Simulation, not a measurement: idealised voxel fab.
Proc. module: voxel released beams
Square cells of 5 nm make up the cross-section cut, whose width is 255 nm.
Format of a cross-section: grid, square cells. Given as bands. Order: top down. Band: one or more rows of cells. Look at the band entry: it leads with the top's height and the bottom's height in nm. Then it lists the materials left to right, with a width in nm for each. The word "everywhere" on a single material says that material fills the band edge to edge. The word "empty" is empty space. Height datum 0, below which the as-received substrate wafer is one material. Lowest band open at the bottom, running downward: "top 0, no bottom". A width given as "30->40" starts at the first number in the band's top row and ends at the second number in its bottom row, shifting by an equal amount at every step from row to row. Take "same as before" at face value: in the step it is given for, the cross-section changed in none of its cells. In the "Non-vented voids" entry, you get each enclosed empty space of 8 cells or more, one with no open way to the top, written width x height at distance, distance from the left edge, in nm. Where a step's line continues beyond its settings, the continuation is a remark by the simulator itself on that step. overlay nm: how far to the right of its planned place the mask lay on this masked step (negative: to the left).
The steps planned for the process are as follows
1: op RECEIVE | material Si
2: op CONFORMAL_DEP | material Al2O3 | thk nm 10
3: op DIRECTIONAL_DEP | material SiO2 | thk nm 10
4: op DIRECTIONAL_DEP | material aC | thk nm 15
5: op PATTERN | tone open | mask id ANCHOR | material resist | width nm 30 | thk nm 35 | overlay nm 0
6: op DIRECTIONAL_ETCH | etch materials aC | depth nm 15
7: op STRIP | etch materials resist
8: op DIRECTIONAL_ETCH | etch materials SiO2 | depth nm 10
9: op STRIP | etch materials aC
10: op CONFORMAL_DEP | material SiN | thk nm 10
11: op MASKED_ETCH | tone cover | mask id BEAM | width nm 100 | etch materials SiN | depth nm 10 | overlay nm 0
12: op STRIP | etch materials SiO2
The first of two wafers, run as planned
Cross-sectional view of the wafer in its as-received condition, corresponding to the state after step 1
    top 0, no bottom = Si everywhere
    Non-vented voids: none
Cross-section of the wafer after step 2
    top 10, bottom 0 = Al2O3 everywhere
    Everything under 0 stays put, no change at all.
Cross-section of the wafer after step 3
    top 20, bottom 10 = SiO2 everywhere
    Everything under 10 stays put, no change at all.
Cross-section of the wafer after step 4
    top 35, bottom 20 = aC everywhere
    Everything under 20 stays put, no change at all.
Cross-section of the wafer after step 5
    top 70, bottom 35 = 80 nm resist, 30 nm empty, 145 nm resist
    Everything under 35 stays put, no change at all.
Cross-section of the wafer after step 6
    top 55, bottom 35 = 80 nm resist, 30 nm empty, 145 nm resist
    top 35, bottom 20 = 80 nm aC, 30 nm empty, 145 nm aC
    Everything under 20 stays put, no change at all.
Cross-section of the wafer after step 7
    top 35, bottom 20 = 80 nm aC, 30 nm empty, 145 nm aC
    Everything under 20 stays put, no change at all.
Cross-section of the wafer after step 8
    top 35, bottom 20 = 80 nm aC, 30 nm empty, 145 nm aC
    top 20, bottom 10 = 80 nm SiO2, 30 nm empty, 145 nm SiO2
    Everything under 10 stays put, no change at all.
Cross-section of the wafer after step 9
    top 20, bottom 10 = 80 nm SiO2, 30 nm empty, 145 nm SiO2
    Everything under 10 stays put, no change at all.
Cross-section of the wafer after step 10
    top 30, bottom 20 = 90 nm SiN, 10 nm empty, 155 nm SiN
    top 20, bottom 10 = 80 nm SiO2, 30 nm SiN, 145 nm SiO2
    Everything under 10 stays put, no change at all.
Cross-section of the wafer after step 11
    top 30, bottom 20 = 75 nm empty, 15 nm SiN, 10 nm empty, 75 nm SiN, 80 nm empty
    Everything under 20 stays put, no change at all.
Cross-section of the wafer after step 12
    top 30, bottom 20 = 75 nm empty, 15 nm SiN, 10 nm empty, 75 nm SiN, 80 nm empty
    top 20, bottom 10 = 80 nm empty, 30 nm SiN, 145 nm empty
    Everything under 10 stays put, no change at all.
Wafer two. Identical start, identical plan. One mistake in execution. Identical history through step 1
Cross-sectional view of the second wafer at the intended end time of process step 2
    top 10, bottom 0 = SiO2 everywhere
    Everything under 0 stays put, no change at all.
Cross-sectional view of the second wafer at the intended end time of process step 3
    top 20, bottom 10 = Al2O3 everywhere
    Everything under 10 stays put, no change at all.
Cross-sectional view of the second wafer at the intended end time of process step 4
    top 35, bottom 20 = aC everywhere
    Everything under 20 stays put, no change at all.
Cross-sectional view of the second wafer at the intended end time of process step 5
    top 70, bottom 35 = 80 nm resist, 30 nm empty, 145 nm resist
    Everything under 35 stays put, no change at all.
Cross-sectional view of the second wafer at the intended end time of process step 6
    top 55, bottom 35 = 80 nm resist, 30 nm empty, 145 nm resist
    top 35, bottom 20 = 80 nm aC, 30 nm empty, 145 nm aC
    Everything under 20 stays put, no change at all.
Cross-sectional view of the second wafer at the intended end time of process step 7
    top 35, bottom 20 = 80 nm aC, 30 nm empty, 145 nm aC
    Everything under 20 stays put, no change at all.
Cross-sectional view of the second wafer at the intended end time of process step 8: same as before
Cross-sectional view of the second wafer at the intended end time of process step 9
    top 20, bottom 10 = Al2O3 everywhere
    Everything under 10 stays put, no change at all.
Cross-sectional view of the second wafer at the intended end time of process step 10
    top 30, bottom 20 = SiN everywhere
    Everything under 20 stays put, no change at all.
Cross-sectional view of the second wafer at the intended end time of process step 11
    top 30, bottom 20 = 75 nm empty, 100 nm SiN, 80 nm empty
    Everything under 20 stays put, no change at all.
Cross-sectional view of the second wafer at the intended end time of process step 12: same as before
Misprocessing identified: so 2 and 3 got swapped relative to the plan, each ran where the other was supposed to
At the finish, the second wafer shows more or fewer cells for some materials than the first does: SiN: 8 fewer, SiO2: 102 more
